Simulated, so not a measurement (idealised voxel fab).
The name of this process module is voxel double patterning.
In the cross-section labelled cut, the width is 220 nm and each square cell is 5 nm.
Cross-section, as written here: a square-cell grid given band by band from the top down, where a band holds one or more rows of cells. Look at the band entry: it leads with the top's height and the bottom's height in nm. Then it lists the materials left to right, with a width in nm for each. The word "full width" on a single material says that material fills the band edge to edge. The word "air" is empty space. Convention: height 0 is the level below which the wafer, as received, is all one material. The lowest band does not terminate at the bottom but continues downward, represented as "0..down". Graded width ("30..40"): value in top row of band = first number; value in bottom row = second number; row-to-row change constant. "everything unchanged" means the step left every cell of the cross-section as it was. Enclosed voids (no open way to top), threshold 8 cells or more, entry "Enclosed cavity list", notation width x height at distance, distance from left edge, nm. Where a step's line continues beyond its settings, the continuation is a remark by the simulator itself on that step. On any step carrying a mask, the "overlay nm" setting, if present on the step's line, tells how far right of its planned place the mask lay; negative values point to the left.

Steps planned for the process:
step 1: RECEIVE | material Si
step 2: CONFORMAL_DEP | material SiO2 | thk nm 5
step 3: DIRECTIONAL_DEP | material TiN | thk nm 15
step 4: DIRECTIONAL_DEP | material SiCN | thk nm 10
step 5: PATTERN | tone open | mask id FIRST | material resist | width nm 15 | pitch nm 50 | thk nm 15 | overlay nm 0
step 6: DIRECTIONAL_ETCH | etch materials SiCN | depth nm 10
step 7: STRIP | etch materials resist
step 8: DIRECTIONAL_DEP | material aC | thk nm 10
step 9: PATTERN | tone open | mask id SECOND | material resist | width nm 15 | thk nm 25 | overlay nm 0
step 10: DIRECTIONAL_ETCH | etch materials aC | depth nm 10
step 11: STRIP | etch materials resist
step 12: DIRECTIONAL_ETCH | etch materials SiCN | depth nm 10
step 13: STRIP | etch materials aC
step 14: DIRECTIONAL_ETCH | etch materials TiN | depth nm 15
step 15: STRIP | etch materials SiCN

as received, after step 1:
    0..down = Si full width
    Enclosed cavity list: none

The first of two wafers, cross-sectioned at the end of the module, with the run proceeding as planned:
    20..5 = 75 nm TiN / 15 nm air / 10 nm TiN / 15 nm air / 10 nm TiN / 15 nm air / 80 nm TiN
    5..0 = SiO2 full width
    0..down = Si full width
    Enclosed cavity list: none

Cross-section, second wafer: same start as the first, same plan as the first, one mistake in running it; taken at the end of the module:
    20..15 = SiO2 full width
    15..0 = TiN full width
    0..down = Si full width
    Enclosed cavity list: none
Plan not followed: step 3 occupied the plan position of step 2, and the converse holds as well
The final cell counts differ between the wafers, with the second having more or fewer of some materials than the first: +27 TiN
